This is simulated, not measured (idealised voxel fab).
Process module heading - voxel wiring stack
The width of the displayed cross-section, cut, is 155 nm; its cells are square, with a size of 5 nm.
Throughout this document, each cross-section is represented as a grid of square cells and is presented as a sequence of bands enumerated from the top downward, where a band comprises one or more rows of cells. Top, bottom (nm), then materials left to right with widths (nm); lone material tagged "all across" fills the whole band edge to edge; "blank" = empty space. Height reference: 0 = level under which incoming wafer is all one material. Lowest band: no bottom, runs on downward, e.g. "0 and below". The expression "30 to 40" gives the width at the extremes of the band, the first number at its top row of cells and the second at its bottom row, with the width changing by equal amounts from each row to the next in between. "no modifications" -> step changed no cross-section cell. Listed in "Voids lacking openings": every empty space of 8 or more cells without an open way to the top. Form: width x height at distance, the distance being from the left edge, all in nm. What comes after the settings on a step's line is commentary from the simulator itself on that step. overlay nm, on a step with a mask: how far to the right of its planned place the mask lay; to the left if negative.

Steps planned for the process:
| 1 | RECEIVE with material Si |
| 2 | CONFORMAL_DEP with material SiO2, thk nm 15 |
| 3 | CONFORMAL_DEP with material SiCN, thk nm 5 |
| 4 | DIRECTIONAL_DEP with material lowk, thk nm 20 |
| 5 | PATTERN with tone open, mask id METAL_1, material resist, width nm 20, pitch nm 40, thk nm 20, overlay nm 0 |
| 6 | DIRECTIONAL_ETCH with etch materials lowk, depth nm 20 |
| 7 | DIRECTIONAL_ETCH with etch materials SiCN, depth nm 5 |
| 8 | STRIP with etch materials resist |
| 9 | CONFORMAL_DEP with material TiN, thk nm 5 |
| 10 | FILL_DEP with material W, thk nm 10 |
| 11 | CMP with height nm 40 |
| 12 | CONFORMAL_DEP with material SiCN, thk nm 5 |
| 13 | DIRECTIONAL_DEP with material lowk, thk nm 15 |
| 14 | MASKED_ETCH with tone open, mask id PLUG_1, width nm 15, pitch nm 40, etch materials lowk, depth nm 15, overlay nm 0 |
| 15 | MASKED_ETCH with tone open, mask id PLUG_1, width nm 15, pitch nm 40, etch materials SiCN, depth nm 5, overlay nm 0 |
| 16 | EPI with material Ru, thk nm 10 |
| 17 | EPI with material Ru, thk nm 10 |
| 18 | CONFORMAL_DEP with material SiCN, thk nm 5 |
| 19 | DIRECTIONAL_DEP with material SiO2, thk nm 25 |
| 20 | DIRECTIONAL_DEP with material aC, thk nm 10 |
| 21 | PATTERN with tone open, mask id METAL_2, material resist, width nm 20, pitch nm 40, thk nm 25, overlay nm 0 |
| 22 | DIRECTIONAL_ETCH with etch materials aC, depth nm 10 |
| 23 | STRIP with etch materials resist |
| 24 | DIRECTIONAL_ETCH with etch materials SiO2, depth nm 25 |
| 25 | DIRECTIONAL_ETCH with etch materials SiCN, depth nm 5 |
| 26 | STRIP with etch materials aC |
| 27 | CONFORMAL_DEP with material TiN, thk nm 5 |
| 28 | FILL_DEP with material W, thk nm 10 |
| 29 | CMP with height nm 90 |
| 30 | CONFORMAL_DEP with material SiCN, thk nm 5 |
| 31 | DIRECTIONAL_DEP with material SiO2, thk nm 15 |
| 32 | MASKED_ETCH with tone open, mask id PLUG_2, width nm 15, pitch nm 40, etch materials SiO2, depth nm 15, overlay nm 0 |
| 33 | MASKED_ETCH with tone open, mask id PLUG_2, width nm 15, pitch nm 40, etch materials SiCN, depth nm 5, overlay nm 0 |
| 34 | EPI with material Ru, thk nm 10 |
| 35 | EPI with material Ru, thk nm 10 |
| 36 | CONFORMAL_DEP with material SiCN, thk nm 5 |
| 37 | DIRECTIONAL_DEP with material lowk, thk nm 15 |
| 38 | DIRECTIONAL_DEP with material aC, thk nm 10 |
| 39 | PATTERN with tone open, mask id METAL_3, material resist, width nm 20, pitch nm 40, thk nm 30, overlay nm 0 |
| 40 | DIRECTIONAL_ETCH with etch materials aC, depth nm 10 |
| 41 | STRIP with etch materials resist |
| 42 | DIRECTIONAL_ETCH with etch materials lowk, depth nm 15 |
| 43 | DIRECTIONAL_ETCH with etch materials SiCN, depth nm 5 |
| 44 | STRIP with etch materials aC |
| 45 | CONFORMAL_DEP with material TiN, thk nm 5 |
| 46 | FILL_DEP with material Cu, thk nm 5 |
| 47 | CMP with height nm 130 |
| 48 | EPI with material Ru, thk nm 5 |
| 49 | FILL_DEP with material SiCN, thk nm 5 |

As received (post step 1): cross-section:
	0 and below: Si all across
	Voids lacking openings: none

The first of two wafers, cross-sectioned at the end of the module, with the run proceeding as planned:
	140 down to 135: SiCN all across
	135 down to 130: 20 of SiCN, then 30 of Ru, then 10 of SiCN, then 30 of Ru, then 10 of SiCN, then 30 of Ru, then 25 of SiCN
	130 down to 115: 25 of lowk, then 5 of TiN, then 10 of Cu, then 5 of TiN, then 20 of lowk, then 5 of TiN, then 10 of Cu, then 5 of TiN, then 20 of lowk, then 5 of TiN, then 10 of Cu, then 5 of TiN, then 30 of lowk
	115 down to 110: 25 of SiCN, then 20 of TiN, then 20 of SiCN, then 20 of TiN, then 20 of SiCN, then 20 of TiN, then 30 of SiCN
	110 down to 95: 25 of SiO2, then 15 of Ru, then 25 of SiO2, then 15 of Ru, then 25 of SiO2, then 15 of Ru, then 35 of SiO2
	95 down to 90: 25 of SiCN, then 15 of Ru, then 25 of SiCN, then 15 of Ru, then 25 of SiCN, then 15 of Ru, then 35 of SiCN
	90 down to 65: 25 of SiO2, then 5 of TiN, then 10 of W, then 5 of TiN, then 20 of SiO2, then 5 of TiN, then 10 of W, then 5 of TiN, then 20 of SiO2, then 5 of TiN, then 10 of W, then 5 of TiN, then 30 of SiO2
	65 down to 60: 25 of SiCN, then 20 of TiN, then 20 of SiCN, then 20 of TiN, then 20 of SiCN, then 20 of TiN, then 30 of SiCN
	60 down to 45: 25 of lowk, then 15 of Ru, then 25 of lowk, then 15 of Ru, then 25 of lowk, then 15 of Ru, then 35 of lowk
	45 down to 40: 25 of SiCN, then 15 of Ru, then 25 of SiCN, then 15 of Ru, then 25 of SiCN, then 15 of Ru, then 35 of SiCN
	40 down to 20: 25 of lowk, then 5 of TiN, then 10 of W, then 5 of TiN, then 20 of lowk, then 5 of TiN, then 10 of W, then 5 of TiN, then 20 of lowk, then 5 of TiN, then 10 of W, then 5 of TiN, then 30 of lowk
	20 down to 15: 25 of SiCN, then 20 of TiN, then 20 of SiCN, then 20 of TiN, then 20 of SiCN, then 20 of TiN, then 30 of SiCN
	15 down to 0: SiO2 all across
	0 and below: Si all across
	Voids lacking openings: none

End-of-module cross-section of the second wafer: identical starting point and process plan to the first, with one processing mistake:
	140 down to 135: SiCN all across
	135 down to 130: 20 of SiCN, then 30 of Ru, then 10 of SiCN, then 30 of Ru, then 10 of SiCN, then 30 of Ru, then 25 of SiCN
	130 down to 115: 25 of lowk, then 5 of TiN, then 10 of Cu, then 5 of TiN, then 20 of lowk, then 5 of TiN, then 10 of Cu, then 5 of TiN, then 20 of lowk, then 5 of TiN, then 10 of Cu, then 5 of TiN, then 30 of lowk
	115 down to 105: 25 to 30 of SiCN, then 20 to 5 of TiN, then 20 to 35 of SiCN, then 20 to 5 of TiN, then 20 to 35 of SiCN, then 20 to 5 of TiN, then 30 to 40 of SiCN
	105 down to 90: SiO2 all across
	90 down to 65: 25 of SiO2, then 5 of TiN, then 10 of W, then 5 of TiN, then 20 of SiO2, then 5 of TiN, then 10 of W, then 5 of TiN, then 20 of SiO2, then 5 of TiN, then 10 of W, then 5 of TiN, then 30 of SiO2
	65 down to 60: 25 of SiCN, then 20 of TiN, then 20 of SiCN, then 20 of TiN, then 20 of SiCN, then 20 of TiN, then 30 of SiCN
	60 down to 45: 25 of lowk, then 15 of Ru, then 25 of lowk, then 15 of Ru, then 25 of lowk, then 15 of Ru, then 35 of lowk
	45 down to 40: 25 of SiCN, then 15 of Ru, then 25 of SiCN, then 15 of Ru, then 25 of SiCN, then 15 of Ru, then 35 of SiCN
	40 down to 20: 25 of lowk, then 5 of TiN, then 10 of W, then 5 of TiN, then 20 of lowk, then 5 of TiN, then 10 of W, then 5 of TiN, then 20 of lowk, then 5 of TiN, then 10 of W, then 5 of TiN, then 30 of lowk
	20 down to 15: 25 of SiCN, then 20 of TiN, then 20 of SiCN, then 20 of TiN, then 20 of SiCN, then 20 of TiN, then 30 of SiCN
	15 down to 0: SiO2 all across
	0 and below: Si all across
	Voids lacking openings: none
Processing error: deviation from plan: step 31 and step 30 executed in one another's positions
Looking at both finished wafers in cells, the second ends up ahead of or behind the first on some materials: -36 Ru | +6 SiCN | +27 SiO2 | +3 TiN
